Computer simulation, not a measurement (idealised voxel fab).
You're looking at the process module voxel plated lines.
The figure presents cross-section cut, which has a width of 225 nm and is divided into square cells with an edge length of 5 nm.
Cross-sections here: square-cell grids, written as top-down lists of bands, a band being one or more rows of cells. This entry defines a band. It first specifies the height of the band's top and the height of its bottom in nm, and then specifies the band's materials from left to right, stating each material with its width in nm. The word "all across" identifies a single material that fills the band from edge to edge, while the word "air" identifies empty space. All heights in this document are referenced to 0, defined as the level beneath which the wafer, as received, consists entirely of one material. The lowest band is not bounded below; it extends indefinitely downward and is written in the form "top 0, no bottom". It should be noted that a width expressed as "30 to 40" varies in equal increments from row to row of cells within the band, taking the value of the first number at the top row and that of the second number at the bottom row. For the purposes of this document, the phrase "nothing was modified" attached to a step denotes that no cell within the cross-section was modified by that step. "Cavities, sealed" contains a list of empty spaces, each no smaller than 8 cells and without an open way to the top, written in the form width x height at distance with the distance from the left edge and all three in nm. If you see something after the settings on a step's line, that's the simulator's own remark about that step. overlay nm: for a step with a mask, the amount by which the mask lay right of where it was planned; a negative amount means left of it.
List of planned process steps
1. op RECEIVE | material Si
2. op CONFORMAL_DEP | material Al2O3 | thk nm 10
3. op DIRECTIONAL_DEP | material TiN | thk nm 5
4. op PATTERN | tone open | mask id LINES | material resist | width nm 25 | pitch nm 55 | thk nm 15 | overlay nm 0
5. op EPI | material Ru | thk nm 10
6. op STRIP | etch materials resist
7. op DIRECTIONAL_ETCH | etch materials TiN | depth nm 5
8. op CONFORMAL_DEP | material SiO2 | thk nm 10
Incoming wafer in cross-section (state: after step 1)
	top 0, no bottom = Si all across
	Cavities, sealed: none
First wafer of two, sectioned at end of module; run went per plan
	top 35, bottom 25 = air 60, SiO2 45, air 10, SiO2 45, air 65
	top 25, bottom 20 = air 60, SiO2 10, Ru 25, SiO2 10, air 10, SiO2 10, Ru 25, SiO2 10, air 65
	top 20, bottom 15 = SiO2 70, Ru 25, SiO2 30, Ru 25, SiO2 75
	top 15, bottom 10 = SiO2 70, TiN 25, SiO2 30, TiN 25, SiO2 75
	top 10, bottom 0 = Al2O3 all across
	top 0, no bottom = Si all across
	Cavities, sealed: none
Cross-sectional image of the second wafer of the two following completion of the module. Starting state and process plan were the same as for the first wafer; one execution error occurred
	top 35, bottom 25 = SiO2 80, air 5, SiO2 50, air 5, SiO2 85
	top 25, bottom 20 = Ru 70, SiO2 10, air 5, SiO2 10, Ru 30, SiO2 10, air 5, SiO2 10, Ru 75
	top 20, bottom 15 = Ru 70, SiO2 25, Ru 30, SiO2 25, Ru 75
	top 15, bottom 10 = TiN 70, SiO2 25, TiN 30, SiO2 25, TiN 75
	top 10, bottom 0 = Al2O3 all across
	top 0, no bottom = Si all across
	Cavities, sealed: none
So what did we get wrong on this run? step 4 off recipe, ran as op PATTERN | tone cover | mask id LINES | material resist | width nm 25 | pitch nm 55 | thk nm 15 | overlay nm 0
Bottom line after processing is that, in cells, the second wafer is up or down on some materials versus the first: Ru: 50 more | TiN: 25 more
